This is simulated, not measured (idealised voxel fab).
Process module name: voxel self aligned vias
cross-section cut | 260 nm wide | cells 5 nm
In this document a cross-section is written as a grid of square cells. It is given as a series of bands, listed from the top down, and a band is one or more rows of cells.
Band entry format. Leading values: height of top, height of bottom, nm. Remainder: materials in left-to-right order, each with its width in nm. Special words: "throughout" on a single material, which then fills the band edge to edge; "air", empty space.
Convention: height 0 is the level below which the wafer, as received, is all one material. The lowest band does not terminate at the bottom but continues downward, represented as "z 0 and below".
With a width like "30..40", each row of cells in the band differs from the next by the same amount, the top row carrying the first number and the bottom row the second.
No cell of the cross-section changed in a step that is given as "no alterations made".
"Enclosed cavities" means: voids of 8 cells or more that are shut off from the top with no open way through. Written width x height at distance, distance from the left edge, in nm.
Post-settings text on a step line: simulator's own remark regarding the step.
overlay nm: on a step with a mask, how far right of its planned place the mask lay; negative means left.

**Here's what the planned process steps look like**
| 1 | RECEIVE (material Si) |
| 2 | CONFORMAL_DEP (material SiO2; thk nm 10) |
| 3 | CONFORMAL_DEP (material SiCN; thk nm 5) |
| 4 | DIRECTIONAL_DEP (material lowk; thk nm 30) |
| 5 | MASKED_ETCH (tone open; mask id LINES; width nm 30; pitch nm 70; etch materials lowk; depth nm 30; overlay nm 0) |
| 6 | CONFORMAL_DEP (material TiN; thk nm 5) |
| 7 | FILL_DEP (material Ru; thk nm 5) |
| 8 | CMP (height nm 45) |
| 9 | SELECTIVE_ETCH (etch materials W Ru TiN; depth nm 10) |
| 10 | FILL_DEP (material SiN; thk nm 5) |
| 11 | CMP (height nm 45) |
| 12 | DIRECTIONAL_DEP (material lowk; thk nm 15) |
| 13 | MASKED_ETCH (tone open; mask id VIAS; width nm 50; pitch nm 140; etch materials lowk; depth nm 15; overlay nm 0) |
| 14 | MASKED_ETCH (tone open; mask id VIAS; width nm 50; pitch nm 140; etch materials SiN; depth nm 10; overlay nm 0) |
| 15 | CONFORMAL_DEP (material TiN; thk nm 5) |
| 16 | FILL_DEP (material Ru; thk nm 10) |
| 17 | CMP (height nm 60) |
| 18 | CONFORMAL_DEP (material SiCN; thk nm 5) |

**First of two wafers - as planned**

**Cross-sectional view of the wafer in its as-received condition, corresponding to the state after step 1**
* z 0 and below  Si throughout
* Enclosed cavities: none

**You're looking at a cross-section of the wafer after step 2**
* z 10 to 0  SiO2 throughout
* At heights below 0, the structure remains unaltered.

**You're looking at a cross-section of the wafer after step 3**
* z 15 to 10  SiCN throughout
* At heights below 10, the structure remains unaltered.

**You're looking at a cross-section of the wafer after step 4**
* z 45 to 15  lowk throughout
* At heights below 15, the structure remains unaltered.

**You're looking at a cross-section of the wafer after step 5**
* z 45 to 15  45 lowk, then 30 air, then 40 lowk, then 30 air, then 40 lowk, then 30 air, then 45 lowk
* At heights below 15, the structure remains unaltered.

**You're looking at a cross-section of the wafer after step 6**
* z 50 to 45  50 TiN, then 20 air, then 50 TiN, then 20 air, then 50 TiN, then 20 air, then 50 TiN
* z 45 to 20  45 lowk, then 5 TiN, then 20 air, then 5 TiN, then 40 lowk, then 5 TiN, then 20 air, then 5 TiN, then 40 lowk, then 5 TiN, then 20 air, then 5 TiN, then 45 lowk
* z 20 to 15  45 lowk, then 30 TiN, then 40 lowk, then 30 TiN, then 40 lowk, then 30 TiN, then 45 lowk
* At heights below 15, the structure remains unaltered.

**You're looking at a cross-section of the wafer after step 7**
* z 55 to 50  Ru throughout
* z 50 to 45  50 TiN, then 20 Ru, then 50 TiN, then 20 Ru, then 50 TiN, then 20 Ru, then 50 TiN
* z 45 to 20  45 lowk, then 5 TiN, then 20 Ru, then 5 TiN, then 40 lowk, then 5 TiN, then 20 Ru, then 5 TiN, then 40 lowk, then 5 TiN, then 20 Ru, then 5 TiN, then 45 lowk
* At heights below 20, the structure remains unaltered.

**You're looking at a cross-section of the wafer after step 8**
* z 45 to 20  45 lowk, then 5 TiN, then 20 Ru, then 5 TiN, then 40 lowk, then 5 TiN, then 20 Ru, then 5 TiN, then 40 lowk, then 5 TiN, then 20 Ru, then 5 TiN, then 45 lowk
* At heights below 20, the structure remains unaltered.

**You're looking at a cross-section of the wafer after step 9**
* z 45 to 35  45 lowk, then 30 air, then 40 lowk, then 30 air, then 40 lowk, then 30 air, then 45 lowk
* At heights below 35, the structure remains unaltered.

**You're looking at a cross-section of the wafer after step 10**
* z 50 to 45  SiN throughout
* z 45 to 35  45 lowk, then 30 SiN, then 40 lowk, then 30 SiN, then 40 lowk, then 30 SiN, then 45 lowk
* At heights below 35, the structure remains unaltered.

**You're looking at a cross-section of the wafer after step 11**
* z 45 to 35  45 lowk, then 30 SiN, then 40 lowk, then 30 SiN, then 40 lowk, then 30 SiN, then 45 lowk
* At heights below 35, the structure remains unaltered.

**You're looking at a cross-section of the wafer after step 12**
* z 60 to 45  lowk throughout
* At heights below 45, the structure remains unaltered.

**You're looking at a cross-section of the wafer after step 13**
* z 60 to 45  35 lowk, then 50 air, then 90 lowk, then 50 air, then 35 lowk
* At heights below 45, the structure remains unaltered.

**You're looking at a cross-section of the wafer after step 14**
* z 60 to 45  35 lowk, then 50 air, then 90 lowk, then 50 air, then 35 lowk
* z 45 to 35  45 lowk, then 30 air, then 40 lowk, then 30 SiN, then 40 lowk, then 30 air, then 45 lowk
* At heights below 35, the structure remains unaltered.

**You're looking at a cross-section of the wafer after step 15**
* z 65 to 60  40 TiN, then 40 air, then 100 TiN, then 40 air, then 40 TiN
* z 60 to 50  35 lowk, then 5 TiN, then 40 air, then 5 TiN, then 90 lowk, then 5 TiN, then 40 air, then 5 TiN, then 35 lowk
* z 50 to 45  35 lowk, then 15 TiN, then 20 air, then 15 TiN, then 90 lowk, then 15 TiN, then 20 air, then 15 TiN, then 35 lowk
* z 45 to 40  45 lowk, then 5 TiN, then 20 air, then 5 TiN, then 40 lowk, then 30 SiN, then 40 lowk, then 5 TiN, then 20 air, then 5 TiN, then 45 lowk
* z 40 to 35  45 lowk, then 30 TiN, then 40 lowk, then 30 SiN, then 40 lowk, then 30 TiN, then 45 lowk
* At heights below 35, the structure remains unaltered.

**You're looking at a cross-section of the wafer after step 16**
* z 75 to 65  Ru throughout
* z 65 to 60  40 TiN, then 40 Ru, then 100 TiN, then 40 Ru, then 40 TiN
* z 60 to 50  35 lowk, then 5 TiN, then 40 Ru, then 5 TiN, then 90 lowk, then 5 TiN, then 40 Ru, then 5 TiN, then 35 lowk
* z 50 to 45  35 lowk, then 15 TiN, then 20 Ru, then 15 TiN, then 90 lowk, then 15 TiN, then 20 Ru, then 15 TiN, then 35 lowk
* z 45 to 40  45 lowk, then 5 TiN, then 20 Ru, then 5 TiN, then 40 lowk, then 30 SiN, then 40 lowk, then 5 TiN, then 20 Ru, then 5 TiN, then 45 lowk
* At heights below 40, the structure remains unaltered.

**You're looking at a cross-section of the wafer after step 17**
* z 60 to 50  35 lowk, then 5 TiN, then 40 Ru, then 5 TiN, then 90 lowk, then 5 TiN, then 40 Ru, then 5 TiN, then 35 lowk
* At heights below 50, the structure remains unaltered.

**You're looking at a cross-section of the wafer after step 18**
* z 65 to 60  SiCN throughout
* At heights below 60, the structure remains unaltered.

**Regarding the second of the two wafers: it shared the first wafer's starting condition and process plan, yet one error occurred during its execution. Its history coincides with that of the first wafer up to and including step 2**

**when step 3 should have ended**
* z 25 to 10  SiCN throughout
* At heights below 10, the structure remains unaltered.

**when step 4 should have ended**
* z 55 to 25  lowk throughout
* At heights below 25, the structure remains unaltered.

**when step 5 should have ended**
* z 55 to 25  45 lowk, then 30 air, then 40 lowk, then 30 air, then 40 lowk, then 30 air, then 45 lowk
* At heights below 25, the structure remains unaltered.

**when step 6 should have ended**
* z 60 to 55  50 TiN, then 20 air, then 50 TiN, then 20 air, then 50 TiN, then 20 air, then 50 TiN
* z 55 to 30  45 lowk, then 5 TiN, then 20 air, then 5 TiN, then 40 lowk, then 5 TiN, then 20 air, then 5 TiN, then 40 lowk, then 5 TiN, then 20 air, then 5 TiN, then 45 lowk
* z 30 to 25  45 lowk, then 30 TiN, then 40 lowk, then 30 TiN, then 40 lowk, then 30 TiN, then 45 lowk
* At heights below 25, the structure remains unaltered.

**when step 7 should have ended**
* z 65 to 60  Ru throughout
* z 60 to 55  50 TiN, then 20 Ru, then 50 TiN, then 20 Ru, then 50 TiN, then 20 Ru, then 50 TiN
* z 55 to 30  45 lowk, then 5 TiN, then 20 Ru, then 5 TiN, then 40 lowk, then 5 TiN, then 20 Ru, then 5 TiN, then 40 lowk, then 5 TiN, then 20 Ru, then 5 TiN, then 45 lowk
* At heights below 30, the structure remains unaltered.

**when step 8 should have ended**
* z 45 to 30  45 lowk, then 5 TiN, then 20 Ru, then 5 TiN, then 40 lowk, then 5 TiN, then 20 Ru, then 5 TiN, then 40 lowk, then 5 TiN, then 20 Ru, then 5 TiN, then 45 lowk
* At heights below 30, the structure remains unaltered.

**when step 9 should have ended**
* z 45 to 35  45 lowk, then 30 air, then 40 lowk, then 30 air, then 40 lowk, then 30 air, then 45 lowk
* At heights below 35, the structure remains unaltered.

**when step 10 should have ended**
* z 50 to 45  SiN throughout
* z 45 to 35  45 lowk, then 30 SiN, then 40 lowk, then 30 SiN, then 40 lowk, then 30 SiN, then 45 lowk
* At heights below 35, the structure remains unaltered.

**when step 11 should have ended**
* z 45 to 35  45 lowk, then 30 SiN, then 40 lowk, then 30 SiN, then 40 lowk, then 30 SiN, then 45 lowk
* At heights below 35, the structure remains unaltered.

**when step 12 should have ended**
* z 60 to 45  lowk throughout
* At heights below 45, the structure remains unaltered.

**when step 13 should have ended**
* z 60 to 45  35 lowk, then 50 air, then 90 lowk, then 50 air, then 35 lowk
* At heights below 45, the structure remains unaltered.

**when step 14 should have ended**
* z 60 to 45  35 lowk, then 50 air, then 90 lowk, then 50 air, then 35 lowk
* z 45 to 35  45 lowk, then 30 air, then 40 lowk, then 30 SiN, then 40 lowk, then 30 air, then 45 lowk
* At heights below 35, the structure remains unaltered.

**when step 15 should have ended**
* z 65 to 60  40 TiN, then 40 air, then 100 TiN, then 40 air, then 40 TiN
* z 60 to 50  35 lowk, then 5 TiN, then 40 air, then 5 TiN, then 90 lowk, then 5 TiN, then 40 air, then 5 TiN, then 35 lowk
* z 50 to 45  35 lowk, then 15 TiN, then 20 air, then 15 TiN, then 90 lowk, then 15 TiN, then 20 air, then 15 TiN, then 35 lowk
* z 45 to 40  45 lowk, then 5 TiN, then 20 air, then 5 TiN, then 40 lowk, then 30 SiN, then 40 lowk, then 5 TiN, then 20 air, then 5 TiN, then 45 lowk
* z 40 to 35  45 lowk, then 30 TiN, then 40 lowk, then 30 SiN, then 40 lowk, then 30 TiN, then 45 lowk
* At heights below 35, the structure remains unaltered.

**when step 16 should have ended**
* z 75 to 65  Ru throughout
* z 65 to 60  40 TiN, then 40 Ru, then 100 TiN, then 40 Ru, then 40 TiN
* z 60 to 50  35 lowk, then 5 TiN, then 40 Ru, then 5 TiN, then 90 lowk, then 5 TiN, then 40 Ru, then 5 TiN, then 35 lowk
* z 50 to 45  35 lowk, then 15 TiN, then 20 Ru, then 15 TiN, then 90 lowk, then 15 TiN, then 20 Ru, then 15 TiN, then 35 lowk
* z 45 to 40  45 lowk, then 5 TiN, then 20 Ru, then 5 TiN, then 40 lowk, then 30 SiN, then 40 lowk, then 5 TiN, then 20 Ru, then 5 TiN, then 45 lowk
* At heights below 40, the structure remains unaltered.

**when step 17 should have ended**
* z 60 to 50  35 lowk, then 5 TiN, then 40 Ru, then 5 TiN, then 90 lowk, then 5 TiN, then 40 Ru, then 5 TiN, then 35 lowk
* At heights below 50, the structure remains unaltered.

**when step 18 should have ended**
* z 65 to 60  SiCN throughout
* At heights below 60, the structure remains unaltered.
Misprocessing identified: in deviation from the planned setting, step 3 was conducted as CONFORMAL_DEP (material SiCN; thk nm 15)
Upon completion, the second wafer contains, in terms of cells, a greater or smaller amount of certain materials than the first wafer: -24 Ru; +104 SiCN; -12 TiN; -68 lowk
